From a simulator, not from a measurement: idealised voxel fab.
Proc. module: voxel released beams
It is cross-section cut that appears here, measuring 215 nm in width, its square cells being 5 nm in size.
How to read a cross-section here: the picture is a grid of square cells, written as bands going from the top down, and any band can span one or more rows of cells.
Look at the band entry: it leads with the top's height and the bottom's height in nm. Then it lists the materials left to right, with a width in nm for each. The word "throughout" on a single material says that material fills the band edge to edge. The word "blank" is empty space.
Convention: height 0 is the level below which the wafer, as received, is all one material. The lowest band does not terminate at the bottom but continues downward, represented as "0..down".
So if you see something like "30->40" for the width, read it as the top row of the band sitting at the first number and the bottom row at the second, with every row in between moving by the same amount as the last.
No cell of the cross-section changed in a step that is given as "changes: none".
Basically, "Enclosed void listing" tells you about the enclosed voids: empty spaces with no open way to the top, 8 cells or bigger, each written width x height at distance, where distance is from the left edge, all in nm.
Post-settings text on a step line: simulator's own remark regarding the step.
When a step includes a mask, the "overlay nm" setting on its line states how far to the right of its planned place that mask lay, and negative values state how far to the left.

Process steps foreseen in the plan
1 RECEIVE, material Si
2 CONFORMAL_DEP, material SiN, thk nm 10
3 DIRECTIONAL_DEP, material SiO2, thk nm 10
4 DIRECTIONAL_DEP, material aC, thk nm 10
5 PATTERN, tone open, mask id ANCHOR, material resist, width nm 35, thk nm 25, overlay nm 0
6 DIRECTIONAL_ETCH, etch materials aC, depth nm 10
7 STRIP, etch materials resist
8 DIRECTIONAL_ETCH, etch materials SiO2, depth nm 10
9 STRIP, etch materials aC
10 CONFORMAL_DEP, material polySi, thk nm 15
11 DIRECTIONAL_DEP, material aC, thk nm 10
12 PATTERN, tone cover, mask id BEAM, material resist, width nm 105, thk nm 30, overlay nm 0
13 DIRECTIONAL_ETCH, etch materials aC, depth nm 10
14 STRIP, etch materials resist
15 DIRECTIONAL_ETCH, etch materials polySi, depth nm 15
16 STRIP, etch materials aC
17 STRIP, etch materials SiO2

Step 1 complete: cross-section of the wafer as received
0..down  Si throughout
Enclosed void listing: none

Post-module cross-section: identical start and plan to those above, one misstep in execution
35..25  blank (50), then polySi (30), then blank (5), then polySi (70), then blank (60)
25..20  blank (50), then polySi (105), then blank (60)
20..10  blank (65), then polySi (35), then blank (115)
10..0  SiN throughout
0..down  Si throughout
Enclosed void listing: none
Diagnosis: heads up, step 5 didn't go per plan, it actually ran as PATTERN, tone open, mask id ANCHOR, material resist, width nm 35, thk nm 25, overlay nm 10
